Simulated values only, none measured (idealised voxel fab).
The following process module bears the name voxel tone inversion.
The cross-section shown here is cut; it is 295 nm wide and divided into square cells measuring 5 nm on a side.
Cross-section format: a grid of square cells, given as bands from top to bottom; each band is one or more rows of cells.
Heads up on the band format: heights come first, top then bottom, in nm. After that it's the materials left to right, each with its width in nm. A single material flagged "everywhere" fills the whole band edge to edge, and "air" means there's empty space there.
Heads up on the height convention: 0 is the point under which the incoming wafer is all one material, and the lowest band has no bottom, it just keeps going down, like "z 0 and below".
Think of "30 to 40" as a width that walks from the first number to the second as you go down the band, top row to bottom row, taking equal-sized steps from row to row.
"nothing different" for a step: no cell of the cross-section changed in that step.
In "Trapped voids" the enclosed voids are listed, meaning empty spaces of 8 cells or larger without any opening to the top. The form is width x height at distance, distance from the left edge, units nm.
Anything after a step's settings on that line? It's the simulator's own note about the step.
Steps that use a mask can have "overlay nm" on their line. It says how far the mask sat to the right of where it was meant to be. Negative means to the left.
## The steps planned for the process are as follows
| 1 | RECEIVE, material Si |
| 2 | CONFORMAL_DEP, material SiCN, thk nm 5 |
| 3 | DIRECTIONAL_DEP, material aC, thk nm 25 |
| 4 | PATTERN, tone cover, mask id POSTS, material resist, width nm 15, pitch nm 45, thk nm 35, overlay nm 0 |
| 5 | DIRECTIONAL_ETCH, etch materials aC, depth nm 25 |
| 6 | STRIP, etch materials resist |
| 7 | FILL_DEP, material SiO2, thk nm 5 |
| 8 | CMP, height nm 30 |
| 9 | STRIP, etch materials aC |
## Wafer cross-section on receipt, i.e. after step 1
    z 0 and below = Si everywhere
    Trapped voids: none
## Final cross-section, module run with one mistake (start and plan as above)
    z 30 to 25 = SiO2 everywhere
    z 25 to 0 = SiO2 95 nm  aC 15 nm  SiO2 30 nm  aC 15 nm  SiO2 30 nm  aC 15 nm  SiO2 95 nm
    z 0 and below = Si everywhere
    Trapped voids: none
It is concluded that the wafer was processed incorrectly with respect to the plan, in that plan step 2 was not performed, having been skipped
